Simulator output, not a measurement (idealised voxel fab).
The following process module bears the name voxel trench capacitor.
FYI the section here is cut, 160 nm wide, cells are 5 nm squares.
A cross-section is written here as square cells arranged in a grid, and it is given in bands from the top down, each band taking up one or more rows of cells. Heights first: top, then bottom, in nm. Then materials, left to right, each with a width in nm. "throughout" on a single material: fills the band edge to edge. "blank": empty space. Basically, 0 is our baseline, since under it the wafer straight out of the box is all one material. The bottom band has no lower end and keeps on going down, so it looks like "z 0 and below". The width entry "30->40" should be interpreted row by row: the top row of cells in the band takes the first number, the bottom row takes the second number, and the change between adjacent rows is uniform throughout. For the purposes of this document, the phrase "everything unchanged" attached to a step denotes that no cell within the cross-section was modified by that step. "Unvented internal voids" lists enclosed empty spaces (at least 8 cells, no open path upward to the top), each as width x height at distance from the left edge, in nm. Step line, after settings: the simulator's comment on this step. Among the settings permitted on a step's line is "overlay nm"; applied to a step with a mask, it specifies the extent to which the mask lay to the right of its planned position, whereas a negative figure signifies a position to the left.
# List of planned process steps
1,RECEIVE with material Si
2,CONFORMAL_DEP with material SiN, thk nm 10
3,MASKED_ETCH with tone open, mask id TRENCH, width nm 30, pitch nm 45, etch materials SiN, depth nm 10, overlay nm 0
4,MASKED_ETCH with tone open, mask id TRENCH, width nm 30, pitch nm 45, etch materials Si, depth nm 40, overlay nm 0
5,CONFORMAL_DEP with material Al2O3, thk nm 5
6,CONFORMAL_DEP with material TiN, thk nm 5
7,FILL_DEP with material W, thk nm 5
8,CMP with height nm 10
# So this is the incoming wafer in cross-section - it's already been through step 1
z 0 and below | Si throughout
Unvented internal voids: none
# Result of the module, cross-sectioned: start per above, plan per above, one error in how it was run
z 10 to 5 | TiN: 35 / Al2O3: 5 / SiN: 30 / Al2O3: 5 / TiN: 5 / Al2O3: 5 / SiN: 30 / Al2O3: 5 / TiN: 40
z 5 to 0 | Al2O3: 40 / SiN: 30 / Al2O3: 15 / SiN: 30 / Al2O3: 45
z 0 and below | Si throughout
Unvented internal voids: none
Short version of what went wrong: in deviation from the planned setting, step 3 was conducted as MASKED_ETCH with tone cover, mask id TRENCH, width nm 30, pitch nm 45, etch materials SiN, depth nm 10, overlay nm 0
